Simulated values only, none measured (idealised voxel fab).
The document below concerns the process module designated voxel wiring stack.
This is section cut - it's 210 nm across, gridded in 5 nm square cells.
Think of the cross-section as a grid of square cells. We describe it in bands, top to bottom, and each band covers one or more rows of those cells. Per band: top height and bottom height in nm, followed by the left-to-right materials and their widths in nm; "full width" marks a single material spanning edge to edge, "empty" marks empty space. Measure heights from 0. That's the level where, below it, the as-received wafer is all one material. The lowest band is bottomless and extends downward; write it as in "0 -> down". The expression "30 to 40" gives the width at the extremes of the band, the first number at its top row of cells and the second at its bottom row, with the width changing by equal amounts from each row to the next in between. No cell of the cross-section changed in a step that is given as "stayed the same". Closed-off voids of 8+ cells (no open route to the top) go in "Sealed void listing", written width x height at distance from the left edge, in nm. If you see something after the settings on a step's line, that's the simulator's own remark about that step. overlay nm: step with mask; distance mask lay right of planned place; negative value = left of planned place.

-- Steps in the process plan
1. RECEIVE (material Si)
2. CONFORMAL_DEP (material SiO2; thk nm 10)
3. CONFORMAL_DEP (material SiCN; thk nm 5)
4. DIRECTIONAL_DEP (material SiO2; thk nm 25)
5. PATTERN (tone open; mask id METAL_1; material resist; width nm 30; pitch nm 60; thk nm 20; overlay nm 0)
6. DIRECTIONAL_ETCH (etch materials SiO2; depth nm 25)
7. DIRECTIONAL_ETCH (etch materials SiCN; depth nm 5)
8. STRIP (etch materials resist)
9. CONFORMAL_DEP (material TiN; thk nm 5)
10. FILL_DEP (material Cu; thk nm 5)
11. CMP (height nm 40)
12. CONFORMAL_DEP (material SiCN; thk nm 5)
13. DIRECTIONAL_DEP (material lowk; thk nm 25)
14. PATTERN (tone open; mask id METAL_2_HOLES; material resist; width nm 15; pitch nm 60; thk nm 20; overlay nm 0)
15. DIRECTIONAL_ETCH (etch materials lowk; depth nm 25)
16. STRIP (etch materials resist)
17. PATTERN (tone open; mask id METAL_2; material resist; width nm 30; pitch nm 60; thk nm 20; overlay nm 0)
18. DIRECTIONAL_ETCH (etch materials lowk; depth nm 15)
19. DIRECTIONAL_ETCH (etch materials SiCN; depth nm 5)
20. STRIP (etch materials resist)
21. CONFORMAL_DEP (material TiN; thk nm 5)
22. FILL_DEP (material Ru; thk nm 10)
23. CMP (height nm 70)
24. CONFORMAL_DEP (material SiCN; thk nm 5)
25. DIRECTIONAL_DEP (material SiO2; thk nm 15)
26. PATTERN (tone open; mask id PLUG_2; material resist; width nm 15; thk nm 15; overlay nm 0)
27. DIRECTIONAL_ETCH (etch materials SiO2; depth nm 15)
28. DIRECTIONAL_ETCH (etch materials SiCN; depth nm 5)
29. STRIP (etch materials resist)
30. EPI (material Ru; thk nm 10)
31. EPI (material Ru; thk nm 10)
32. DIRECTIONAL_DEP (material TiN; thk nm 5)
33. DIRECTIONAL_DEP (material Ru; thk nm 20)
34. PATTERN (tone cover; mask id METAL_3; material resist; width nm 30; pitch nm 60; thk nm 20; overlay nm 0)
35. DIRECTIONAL_ETCH (etch materials Ru; depth nm 20)
36. DIRECTIONAL_ETCH (etch materials TiN; depth nm 5)
37. STRIP (etch materials resist)
38. CONFORMAL_DEP (material SiCN; thk nm 5)
39. FILL_DEP (material SiO2; thk nm 10)
40. CMP (height nm 115)
41. CONFORMAL_DEP (material SiCN; thk nm 5)
42. DIRECTIONAL_DEP (material SiO2; thk nm 30)
43. PATTERN (tone open; mask id METAL_4_HOLES; material resist; width nm 15; pitch nm 60; thk nm 15; overlay nm 0)
44. DIRECTIONAL_ETCH (etch materials SiO2; depth nm 30)
45. STRIP (etch materials resist)
46. MASKED_ETCH (tone open; mask id METAL_4; width nm 30; pitch nm 60; etch materials SiO2; depth nm 15; overlay nm 0)
47. MASKED_ETCH (tone open; mask id METAL_4; width nm 30; pitch nm 60; etch materials SiCN; depth nm 5; overlay nm 0)
48. CONFORMAL_DEP (material TiN; thk nm 5)
49. FILL_DEP (material Cu; thk nm 10)
50. CMP (height nm 150)
51. CONFORMAL_DEP (material SiCN; thk nm 5)

-- Here's what the wafer looked like in cross-section when it arrived - that's after step 1
	0 -> down: Si full width
	Sealed void listing: none

-- As-planned run: cross-section of the first of two wafers at end of module
	155 -> 150: SiCN full width
	150 -> 140: 60 nm SiO2, 5 nm TiN, 20 nm Cu, 5 nm TiN, 30 nm SiO2, 5 nm TiN, 20 nm Cu, 5 nm TiN, 60 nm SiO2
	140 -> 135: 60 nm SiO2, 5 nm TiN, 5 nm Cu, 20 nm TiN, 30 nm SiO2, 5 nm TiN, 5 nm Cu, 20 nm TiN, 60 nm SiO2
	135 -> 120: 60 nm SiO2, 5 nm TiN, 5 nm Cu, 5 nm TiN, 45 nm SiO2, 5 nm TiN, 5 nm Cu, 5 nm TiN, 75 nm SiO2
	120 -> 115: 60 nm SiCN, 15 nm TiN, 45 nm SiCN, 15 nm TiN, 75 nm SiCN
	115 -> 95: 55 nm SiO2, 5 nm SiCN, 30 nm Ru, 5 nm SiCN, 20 nm SiO2, 5 nm SiCN, 30 nm Ru, 5 nm SiCN, 55 nm SiO2
	95 -> 90: 60 nm SiCN, 30 nm TiN, 30 nm SiCN, 30 nm TiN, 60 nm SiCN
	90 -> 75: 60 nm SiO2, 15 nm Ru, 135 nm SiO2
	75 -> 70: 60 nm SiCN, 15 nm Ru, 135 nm SiCN
	70 -> 60: 60 nm lowk, 5 nm TiN, 20 nm Ru, 5 nm TiN, 30 nm lowk, 5 nm TiN, 20 nm Ru, 5 nm TiN, 60 nm lowk
	60 -> 55: 60 nm lowk, 5 nm TiN, 5 nm Ru, 20 nm TiN, 30 nm lowk, 5 nm TiN, 5 nm Ru, 20 nm TiN, 60 nm lowk
	55 -> 45: 60 nm lowk, 5 nm TiN, 5 nm Ru, 5 nm TiN, 45 nm lowk, 5 nm TiN, 5 nm Ru, 5 nm TiN, 75 nm lowk
	45 -> 40: 60 nm SiCN, 15 nm TiN, 45 nm SiCN, 15 nm TiN, 75 nm SiCN
	40 -> 15: 60 nm SiO2, 5 nm TiN, 20 nm Cu, 5 nm TiN, 30 nm SiO2, 5 nm TiN, 20 nm Cu, 5 nm TiN, 60 nm SiO2
	15 -> 10: 60 nm SiCN, 30 nm TiN, 30 nm SiCN, 30 nm TiN, 60 nm SiCN
	10 -> 0: SiO2 full width
	0 -> down: Si full width
	Sealed void listing: none

-- Cross-sectional view: second of two wafers, end of module; start and plan identical to the first, one mistake in running
	155 -> 150: SiCN full width
	150 -> 140: 60 nm SiO2, 5 nm TiN, 20 nm Cu, 5 nm TiN, 30 nm SiO2, 5 nm TiN, 20 nm Cu, 5 nm TiN, 60 nm SiO2
	140 -> 135: 60 nm SiO2, 5 nm TiN, 5 nm Cu, 20 nm TiN, 30 nm SiO2, 5 nm TiN, 5 nm Cu, 20 nm TiN, 60 nm SiO2
	135 -> 120: 60 nm SiO2, 5 nm TiN, 5 nm Cu, 5 nm TiN, 45 nm SiO2, 5 nm TiN, 5 nm Cu, 5 nm TiN, 75 nm SiO2
	120 -> 115: 60 nm SiCN, 15 nm TiN, 45 nm SiCN, 15 nm TiN, 75 nm SiCN
	115 -> 95: 55 nm SiO2, 5 nm SiCN, 30 nm Ru, 5 nm SiCN, 20 nm SiO2, 5 nm SiCN, 30 nm Ru, 5 nm SiCN, 55 nm SiO2
	95 -> 90: 60 nm SiCN, 30 nm TiN, 30 nm SiCN, 30 nm TiN, 60 nm SiCN
	90 -> 75: 60 nm SiO2, 15 nm Ru, 135 nm SiO2
	75 -> 70: 60 nm SiCN, 15 nm Ru, 135 nm SiCN
	70 -> 60: 50 nm lowk, 5 nm TiN, 20 nm Ru, 5 nm TiN, 30 nm lowk, 5 nm TiN, 20 nm Ru, 5 nm TiN, 70 nm lowk
	60 -> 55: 50 nm lowk, 15 nm TiN, 5 nm Ru, 10 nm TiN, 30 nm lowk, 15 nm TiN, 5 nm Ru, 10 nm TiN, 70 nm lowk
	55 -> 45: 60 nm lowk, 5 nm TiN, 5 nm Ru, 5 nm TiN, 45 nm lowk, 5 nm TiN, 5 nm Ru, 5 nm TiN, 75 nm lowk
	45 -> 40: 60 nm SiCN, 15 nm TiN, 45 nm SiCN, 15 nm TiN, 75 nm SiCN
	40 -> 15: 60 nm SiO2, 5 nm TiN, 20 nm Cu, 5 nm TiN, 30 nm SiO2, 5 nm TiN, 20 nm Cu, 5 nm TiN, 60 nm SiO2
	15 -> 10: 60 nm SiCN, 30 nm TiN, 30 nm SiCN, 30 nm TiN, 60 nm SiCN
	10 -> 0: SiO2 full width
	0 -> down: Si full width
	Sealed void listing: none
Finding, execution versus plan: step 17 ran as: PATTERN (tone open; mask id METAL_2; material resist; width nm 30; pitch nm 60; thk nm 20; overlay nm -10)
at the end the second wafer has, in cells: as many of each material as the first, in other places
